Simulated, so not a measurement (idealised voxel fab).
process module | voxel transistor to metal
It is cross-section cut that appears here, measuring 290 nm in width, its square cells being 5 nm in size.
Throughout this document, each cross-section is represented as a grid of square cells and is presented as a sequence of bands enumerated from the top downward, where a band comprises one or more rows of cells. What a band's entry tells you: where the top is and where the bottom is, as heights in nm, and after that what lies inside, material by material from left to right, each with its width in nm. Empty space is written as the word "blank", and a single material marked with the word "all across" occupies the band from edge to edge. Measure heights from 0. That's the level where, below it, the as-received wafer is all one material. The lowest band is bottomless and extends downward; write it as in "0 nm and below". With a width like "30->40", each row of cells in the band differs from the next by the same amount, the top row carrying the first number and the bottom row the second. You'll sometimes find "left unchanged" written for a step, and that's the way of saying that nowhere in the cross-section did a cell change during that step. This entry, "Closed empty spaces", enumerates those empty regions of no fewer than 8 cells that possess no open connection to the top. Each region is reported in the form width x height at distance, the distance being taken from the left edge, with all three quantities expressed in nm. Anything after a step's settings on that line? It's the simulator's own note about the step. What "overlay nm" on a step's line means: if the step has a mask, that mask lay this far to the right of its planned place, or, when the value is negative, to the left.
-- Steps planned for the process
1) RECEIVE | material Si
2) OXIDIZE | depth nm 5
3) CONFORMAL_DEP | material SiN | thk nm 10
4) MASKED_ETCH | tone cover | mask id ACTIVE | width nm 95 | pitch nm 115 | etch materials SiN | depth nm 10 | overlay nm 0
5) MASKED_ETCH | tone cover | mask id ACTIVE | width nm 95 | pitch nm 115 | etch materials SiO2 | depth nm 5 | overlay nm -15
6) MASKED_ETCH | tone cover | mask id ACTIVE | width nm 95 | pitch nm 115 | etch materials Si | depth nm 35 | overlay nm 0
7) FILL_DEP | material SiO2 | thk nm 10
8) CMP | height nm 10
9) SELECTIVE_ETCH | etch materials SiO2 | depth nm 5
10) STRIP | etch materials SiN
11) SELECTIVE_ETCH | etch materials SiO2 | depth nm 5
12) OXIDIZE | depth nm 5
13) DIRECTIONAL_DEP | material polySi | thk nm 20
14) DIRECTIONAL_DEP | material SiCN | thk nm 10
15) MASKED_ETCH | tone cover | mask id GATE | width nm 15 | pitch nm 115 | etch materials SiCN | depth nm 20 | overlay nm 0
16) MASKED_ETCH | tone cover | mask id GATE | width nm 15 | pitch nm 115 | etch materials polySi | depth nm 30 | overlay nm 0
17) CONFORMAL_DEP | material SiO2 | thk nm 5
18) DIRECTIONAL_ETCH | etch materials SiO2 | depth nm 5
19) CONFORMAL_DEP | material SiN | thk nm 10
20) DIRECTIONAL_ETCH | etch materials SiN | depth nm 10
21) DIRECTIONAL_ETCH | etch materials SiO2 | depth nm 5
22) DIRECTIONAL_ETCH | etch materials Si | depth nm 10
23) EPI | material nSi | thk nm 10
24) FILL_DEP | material SiO2 | thk nm 10
25) CMP | height nm 25
26) DIRECTIONAL_DEP | material SiO2 | thk nm 15
27) PATTERN | tone open | mask id CONTACT | material resist | width nm 20 | thk nm 15 | overlay nm 0
28) DIRECTIONAL_ETCH | etch materials SiO2 | depth nm 40
29) STRIP | etch materials resist
30) CONFORMAL_DEP | material TiN | thk nm 5
31) FILL_DEP | material W | thk nm 10
32) CMP | height nm 40
33) CONFORMAL_DEP | material SiN | thk nm 5
34) DIRECTIONAL_DEP | material lowk | thk nm 20
35) DIRECTIONAL_DEP | material aC | thk nm 10
36) PATTERN | tone open | mask id METAL_1 | material resist | width nm 20 | thk nm 25 | overlay nm 0
37) DIRECTIONAL_ETCH | etch materials aC | depth nm 10
38) STRIP | etch materials resist
39) DIRECTIONAL_ETCH | etch materials lowk | depth nm 20
40) DIRECTIONAL_ETCH | etch materials SiN | depth nm 5
41) STRIP | etch materials aC
42) CONFORMAL_DEP | material TiN | thk nm 5
43) FILL_DEP | material Cu | thk nm 5
44) CMP | height nm 65
45) CONFORMAL_DEP | material SiCN | thk nm 5
46) DIRECTIONAL_DEP | material lowk | thk nm 30
47) DIRECTIONAL_DEP | material aC | thk nm 15
48) PATTERN | tone open | mask id METAL_2 | material resist | width nm 20 | pitch nm 115 | thk nm 35 | overlay nm 0
49) DIRECTIONAL_ETCH | etch materials aC | depth nm 15
50) STRIP | etch materials resist
51) DIRECTIONAL_ETCH | etch materials lowk | depth nm 20
52) STRIP | etch materials aC
53) MASKED_ETCH | tone open | mask id METAL_2_HOLES | width nm 15 | pitch nm 115 | etch materials lowk | depth nm 10 | overlay nm 0
54) MASKED_ETCH | tone open | mask id METAL_2_HOLES | width nm 15 | pitch nm 115 | etch materials SiCN | depth nm 5 | overlay nm 0
55) CONFORMAL_DEP | material TiN | thk nm 5
56) FILL_DEP | material Cu | thk nm 5
57) CMP | height nm 100
58) CONFORMAL_DEP | material SiCN | thk nm 5
Wafer-to-wafer difference: overlay nm, step 5. Common start. Plan = first wafer's value.
-- Cross-section of the first incoming wafer of several, state after step 1
- 0 nm and below  Si all across
- Closed empty spaces: none
-- Once step 58, the last step, is complete, the module is at its end; this is the cross-section of the first of several wafers
- 105 nm to 100 nm  SiCN all across
- 100 nm to 85 nm  45 nm lowk / 5 nm TiN / 10 nm Cu / 5 nm TiN / 95 nm lowk / 5 nm TiN / 10 nm Cu / 5 nm TiN / 110 nm lowk
- 85 nm to 80 nm  45 nm lowk / 5 nm TiN / 5 nm Cu / 10 nm TiN / 95 nm lowk / 5 nm TiN / 5 nm Cu / 10 nm TiN / 110 nm lowk
- 80 nm to 70 nm  45 nm lowk / 5 nm TiN / 5 nm Cu / 5 nm TiN / 100 nm lowk / 5 nm TiN / 5 nm Cu / 5 nm TiN / 115 nm lowk
- 70 nm to 65 nm  45 nm SiCN / 15 nm TiN / 100 nm SiCN / 15 nm TiN / 115 nm SiCN
- 65 nm to 45 nm  45 nm lowk / 5 nm TiN / 10 nm Cu / 5 nm TiN / 45 nm lowk / 5 nm TiN / 10 nm Cu / 5 nm TiN / 30 nm lowk / 5 nm TiN / 10 nm Cu / 5 nm TiN / 45 nm lowk / 5 nm TiN / 10 nm Cu / 5 nm TiN / 45 nm lowk
- 45 nm to 40 nm  45 nm SiN / 20 nm TiN / 45 nm SiN / 20 nm TiN / 30 nm SiN / 20 nm TiN / 45 nm SiN / 20 nm TiN / 45 nm SiN
- 40 nm to 25 nm  45 nm SiO2 / 5 nm TiN / 10 nm W / 5 nm TiN / 45 nm SiO2 / 5 nm TiN / 10 nm W / 5 nm TiN / 30 nm SiO2 / 5 nm TiN / 10 nm W / 5 nm TiN / 45 nm SiO2 / 5 nm TiN / 10 nm W / 5 nm TiN / 45 nm SiO2
- 25 nm to 15 nm  45 nm SiO2 / 5 nm TiN / 10 nm W / 5 nm TiN / 10 nm SiN / 5 nm SiO2 / 15 nm SiCN / 5 nm SiO2 / 10 nm SiN / 5 nm TiN / 10 nm W / 5 nm TiN / 30 nm SiO2 / 5 nm TiN / 10 nm W / 5 nm TiN / 10 nm SiN / 5 nm SiO2 / 15 nm SiCN / 5 nm SiO2 / 10 nm SiN / 5 nm TiN / 10 nm W / 5 nm TiN / 45 nm SiO2
- 15 nm to 5 nm  45 nm SiO2 / 5 nm TiN / 10 nm W / 5 nm TiN / 10 nm SiN / 5 nm SiO2 / 15 nm polySi / 5 nm SiO2 / 10 nm SiN / 5 nm TiN / 10 nm W / 5 nm TiN / 30 nm SiO2 / 5 nm TiN / 10 nm W / 5 nm TiN / 10 nm SiN / 5 nm SiO2 / 15 nm polySi / 5 nm SiO2 / 10 nm SiN / 5 nm TiN / 10 nm W / 5 nm TiN / 45 nm SiO2
- 5 nm to 0 nm  45 nm SiO2 / 20 nm TiN / 10 nm SiN / 5 nm SiO2 / 15 nm polySi / 5 nm SiO2 / 10 nm SiN / 20 nm TiN / 30 nm SiO2 / 20 nm TiN / 10 nm SiN / 5 nm SiO2 / 15 nm polySi / 5 nm SiO2 / 10 nm SiN / 20 nm TiN / 45 nm SiO2
- 0 nm to -5 nm  20 nm SiO2 / 15 nm nSi / 5 nm SiO2 / 10 nm SiN / 15 nm nSi / 10 nm SiN / 5 nm SiO2 / 15 nm polySi / 5 nm SiO2 / 10 nm SiN / 15 nm nSi / 10 nm SiN / 15 nm nSi / 5 nm SiO2 / 10 nm SiN / 15 nm nSi / 10 nm SiN / 5 nm SiO2 / 15 nm polySi / 5 nm SiO2 / 10 nm SiN / 15 nm nSi / 10 nm SiN / 40 nm SiO2
- -5 nm to -10 nm  25 nm SiO2 / 5 nm nSi / 20 nm SiO2 / 15 nm nSi / 45 nm SiO2 / 15 nm nSi / 15 nm SiO2 / 5 nm nSi / 20 nm SiO2 / 15 nm nSi / 45 nm SiO2 / 15 nm nSi / 50 nm SiO2
- -10 nm to -15 nm  25 nm SiO2 / 5 nm nSi / 20 nm Si / 15 nm nSi / 45 nm Si / 15 nm nSi / 10 nm Si / 5 nm SiO2 / 5 nm nSi / 20 nm Si / 15 nm nSi / 45 nm Si / 15 nm nSi / 10 nm Si / 40 nm SiO2
- -15 nm to -20 nm  25 nm SiO2 / 25 nm Si / 15 nm nSi / 45 nm Si / 15 nm nSi / 10 nm Si / 5 nm SiO2 / 25 nm Si / 15 nm nSi / 45 nm Si / 15 nm nSi / 10 nm Si / 40 nm SiO2
- -20 nm to -40 nm  25 nm SiO2 / 110 nm Si / 5 nm SiO2 / 110 nm Si / 40 nm SiO2
- -40 nm and below  Si all across
- Closed empty spaces: none
-- Final wafer of several, shown in cross-section at the end of the module
- 105 nm to 100 nm  SiCN all across
- 100 nm to 85 nm  45 nm lowk / 5 nm TiN / 10 nm Cu / 5 nm TiN / 95 nm lowk / 5 nm TiN / 10 nm Cu / 5 nm TiN / 110 nm lowk
- 85 nm to 80 nm  45 nm lowk / 5 nm TiN / 5 nm Cu / 10 nm TiN / 95 nm lowk / 5 nm TiN / 5 nm Cu / 10 nm TiN / 110 nm lowk
- 80 nm to 70 nm  45 nm lowk / 5 nm TiN / 5 nm Cu / 5 nm TiN / 100 nm lowk / 5 nm TiN / 5 nm Cu / 5 nm TiN / 115 nm lowk
- 70 nm to 65 nm  45 nm SiCN / 15 nm TiN / 100 nm SiCN / 15 nm TiN / 115 nm SiCN
- 65 nm to 45 nm  45 nm lowk / 5 nm TiN / 10 nm Cu / 5 nm TiN / 45 nm lowk / 5 nm TiN / 10 nm Cu / 5 nm TiN / 30 nm lowk / 5 nm TiN / 10 nm Cu / 5 nm TiN / 45 nm lowk / 5 nm TiN / 10 nm Cu / 5 nm TiN / 45 nm lowk
- 45 nm to 40 nm  45 nm SiN / 20 nm TiN / 45 nm SiN / 20 nm TiN / 30 nm SiN / 20 nm TiN / 45 nm SiN / 20 nm TiN / 45 nm SiN
- 40 nm to 25 nm  45 nm SiO2 / 5 nm TiN / 10 nm W / 5 nm TiN / 45 nm SiO2 / 5 nm TiN / 10 nm W / 5 nm TiN / 30 nm SiO2 / 5 nm TiN / 10 nm W / 5 nm TiN / 45 nm SiO2 / 5 nm TiN / 10 nm W / 5 nm TiN / 45 nm SiO2
- 25 nm to 15 nm  45 nm SiO2 / 5 nm TiN / 10 nm W / 5 nm TiN / 10 nm SiN / 5 nm SiO2 / 15 nm SiCN / 5 nm SiO2 / 10 nm SiN / 5 nm TiN / 10 nm W / 5 nm TiN / 30 nm SiO2 / 5 nm TiN / 10 nm W / 5 nm TiN / 10 nm SiN / 5 nm SiO2 / 15 nm SiCN / 5 nm SiO2 / 10 nm SiN / 5 nm TiN / 10 nm W / 5 nm TiN / 45 nm SiO2
- 15 nm to 5 nm  45 nm SiO2 / 5 nm TiN / 10 nm W / 5 nm TiN / 10 nm SiN / 5 nm SiO2 / 15 nm polySi / 5 nm SiO2 / 10 nm SiN / 5 nm TiN / 10 nm W / 5 nm TiN / 30 nm SiO2 / 5 nm TiN / 10 nm W / 5 nm TiN / 10 nm SiN / 5 nm SiO2 / 15 nm polySi / 5 nm SiO2 / 10 nm SiN / 5 nm TiN / 10 nm W / 5 nm TiN / 45 nm SiO2
- 5 nm to 0 nm  45 nm SiO2 / 20 nm TiN / 10 nm SiN / 5 nm SiO2 / 15 nm polySi / 5 nm SiO2 / 10 nm SiN / 20 nm TiN / 30 nm SiO2 / 20 nm TiN / 10 nm SiN / 5 nm SiO2 / 15 nm polySi / 5 nm SiO2 / 10 nm SiN / 20 nm TiN / 45 nm SiO2
- 0 nm to -5 nm  40 nm SiO2 / 10 nm SiN / 15 nm nSi / 10 nm SiN / 5 nm SiO2 / 15 nm polySi / 5 nm SiO2 / 10 nm SiN / 15 nm nSi / 10 nm SiN / 5 nm SiO2 / 15 nm nSi / 10 nm SiN / 15 nm nSi / 10 nm SiN / 5 nm SiO2 / 15 nm polySi / 5 nm SiO2 / 10 nm SiN / 15 nm nSi / 10 nm SiN / 5 nm SiO2 / 15 nm nSi / 20 nm SiO2
- -5 nm to -10 nm  50 nm SiO2 / 15 nm nSi / 45 nm SiO2 / 15 nm nSi / 20 nm SiO2 / 5 nm nSi / 15 nm SiO2 / 15 nm nSi / 45 nm SiO2 / 15 nm nSi / 20 nm SiO2 / 5 nm nSi / 25 nm SiO2
- -10 nm to -15 nm  40 nm SiO2 / 10 nm Si / 15 nm nSi / 45 nm Si / 15 nm nSi / 20 nm Si / 5 nm nSi / 5 nm SiO2 / 10 nm Si / 15 nm nSi / 45 nm Si / 15 nm nSi / 20 nm Si / 5 nm nSi / 25 nm SiO2
- -15 nm to -20 nm  40 nm SiO2 / 10 nm Si / 15 nm nSi / 45 nm Si / 15 nm nSi / 25 nm Si / 5 nm SiO2 / 10 nm Si / 15 nm nSi / 45 nm Si / 15 nm nSi / 25 nm Si / 25 nm SiO2
- -20 nm to -40 nm  40 nm SiO2 / 110 nm Si / 5 nm SiO2 / 110 nm Si / 25 nm SiO2
- -40 nm and below  Si all across
- Closed empty spaces: none
-- each wafer at the end: cells of each material gained (+) or lost (-) since it was received, then its closed voids
overlay nm -15 | +50 Cu | -226 Si | +122 SiCN | +98 SiN | +412 SiO2 | +152 TiN | +56 W | +472 lowk | +58 nSi | +24 polySi | Closed empty spaces: none
overlay nm -10 | +50 Cu | -236 Si | +122 SiCN | +98 SiN | +432 SiO2 | +152 TiN | +56 W | +472 lowk | +48 nSi | +24 polySi | Closed empty spaces: none
overlay nm -5 | +50 Cu | -248 Si | +122 SiCN | +98 SiN | +444 SiO2 | +152 TiN | +56 W | +472 lowk | +48 nSi | +24 polySi | Closed empty spaces: none
overlay nm 0 | +50 Cu | -260 Si | +122 SiCN | +98 SiN | +456 SiO2 | +152 TiN | +56 W | +472 lowk | +48 nSi | +24 polySi | Closed empty spaces: none
overlay nm 5 | +50 Cu | -248 Si | +122 SiCN | +98 SiN | +444 SiO2 | +152 TiN | +56 W | +472 lowk | +48 nSi | +24 polySi | Closed empty spaces: none
overlay nm 10 | +50 Cu | -236 Si | +122 SiCN | +98 SiN | +432 SiO2 | +152 TiN | +56 W | +472 lowk | +48 nSi | +24 polySi | Closed empty spaces: none
overlay nm 15 | +50 Cu | -226 Si | +122 SiCN | +98 SiN | +412 SiO2 | +152 TiN | +56 W | +472 lowk | +58 nSi | +24 polySi | Closed empty spaces: none
